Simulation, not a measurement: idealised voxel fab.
process module | voxel plated lines
cross-section cut | 215 nm wide | cells 5 nm
A cross-section is a grid of square cells, given in bands from the top down. A band is one or more rows of cells.
Each band's line starts with the height of the band's top and of its bottom, in nm. Then come its materials from left to right, each with its width in nm. One material with "throughout" fills the band from edge to edge. "air" is empty space.
Height 0 is the level under which the wafer as received is all one material. The lowest band goes on downwards, as in "0 down".
A width such as "30 to 40" changes by the same amount from each row of cells to the next, from the band's top row to its bottom row.
"no change" after a step means that no cell of the cross-section changed.
closed voids: empty space of 8 cells or more with no open way to the top, each as width x height at its distance from the left edge, in nm
after a step's settings: what the simulator itself notes on the step
overlay nm, on a step with a mask: how far to the right of its planned place the mask lay; to the left if negative
plan
1 op RECEIVE | material Si
2 op CONFORMAL_DEP | material Al2O3 | thk nm 5
3 op DIRECTIONAL_DEP | material TiN | thk nm 5
4 op PATTERN | tone open | mask id LINES | material resist | width nm 25 | pitch nm 50 | thk nm 30 | overlay nm 0
5 op EPI | material Ru | thk nm 5
6 op EPI | material Ru | thk nm 5
7 op STRIP | etch materials resist
8 op DIRECTIONAL_ETCH | etch materials TiN | depth nm 5
9 op CONFORMAL_DEP | material SiO2 | thk nm 10
as received, after step 1
  0 down: Si throughout
  closed voids: none
first wafer at the end, as planned
  30 to 20: air 60 | SiO2 45 | air 5 | SiO2 45 | air 60
  20 to 15: air 60 | SiO2 10 | Ru 25 | SiO2 10 | air 5 | SiO2 10 | Ru 25 | SiO2 10 | air 60
  15 to 10: SiO2 70 | Ru 25 | SiO2 25 | Ru 25 | SiO2 70
  10 to 5: SiO2 70 | TiN 25 | SiO2 25 | TiN 25 | SiO2 70
  5 to 0: Al2O3 throughout
  0 down: Si throughout
  closed voids: none
second wafer at the end: like start, like plan, one mistake
  25 to 15: air 60 | SiO2 45 | air 5 | SiO2 45 | air 60
  15 to 10: air 60 | SiO2 10 | Ru 25 | SiO2 10 | air 5 | SiO2 10 | Ru 25 | SiO2 10 | air 60
  10 to 5: SiO2 70 | Ru 25 | SiO2 25 | Ru 25 | SiO2 70
  5 to 0: SiO2 70 | TiN 25 | SiO2 25 | TiN 25 | SiO2 70
  0 down: Si throughout
  closed voids: none
what went wrong: step 2 was left out
at the end the second wafer has, in cells: 43 fewer of Al2O3
